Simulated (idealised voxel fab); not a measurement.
Proc. module: voxel released beams
The cross-section on display is named cut; it measures 275 nm wide, and its cells are 5 nm squares.
A cross-section in this document is a grid of square cells, and it is written down as bands, the top band listed before the ones below it; a band is made up of one or more rows of cells.
The entry gives the band's vertical extent as a top height and a bottom height in nm, then its horizontal make-up as materials from left to right, each with a width in nm. "air" stands for empty space; a single material marked "all across" fills the band edge to edge.
Beneath 0, the wafer as received is one material, and that level is where height counting begins. The lowest band goes on downward without a bottom; it is written like "0 and below".
Note: "30->40" means the width goes from the first number (top row of the band) to the second number (bottom row) in equal steps per row of cells.
Reading "no alteration" for a step: not a cell of the cross-section changed in it.
Entry "Closed cavities" = empty spaces >= 8 cells with no open way to the top; each as width x height at distance, distance from left edge, all nm.
Text after the settings on a step's line: the simulator's own remark on that step.
The "overlay nm" setting may appear on a step's line; for a step that uses a mask, it gives how far to the right of its planned position the mask lay, and a negative value indicates the left.

The planned process steps are enumerated hereunder
1) op RECEIVE | material Si
2) op CONFORMAL_DEP | material SiN | thk nm 5
3) op DIRECTIONAL_DEP | material SiO2 | thk nm 20
4) op MASKED_ETCH | tone open | mask id ANCHOR | width nm 35 | etch materials SiO2 | depth nm 20 | overlay nm 0
5) op CONFORMAL_DEP | material TiN | thk nm 10
6) op MASKED_ETCH | tone cover | mask id BEAM | width nm 85 | etch materials TiN | depth nm 10 | overlay nm 0
7) op STRIP | etch materials SiO2

Delivered wafer in cross-section: state after step 1
> 0 and below | Si all across
> Closed cavities: none

As-planned run: cross-section of the first of two wafers at end of module
> 35 down to 25 | air (90), TiN (15), air (15), TiN (55), air (100)
> 25 down to 15 | air (95), TiN (10), air (15), TiN (10), air (145)
> 15 down to 5 | air (95), TiN (35), air (145)
> 5 down to 0 | SiN all across
> 0 and below | Si all across
> Closed cavities: none

The second wafer, shown in cross-section after the module: started the same way as the first and given the same plan, yet one mistake crept into how it was run
> 35 down to 25 | air (90), TiN (20), air (10), TiN (55), air (100)
> 25 down to 15 | air (100), TiN (10), air (10), TiN (10), air (145)
> 15 down to 5 | air (100), TiN (30), air (145)
> 5 down to 0 | SiN all across
> 0 and below | Si all across
> Closed cavities: none
Where did the run depart from the plan? step 4 deviated from plan and actually ran as op MASKED_ETCH | tone open | mask id ANCHOR | width nm 30 | etch materials SiO2 | depth nm 20 | overlay nm 0
Upon completion, the cell count for each material on the second wafer equals that on the first, whereas the spatial distribution of those cells differs.
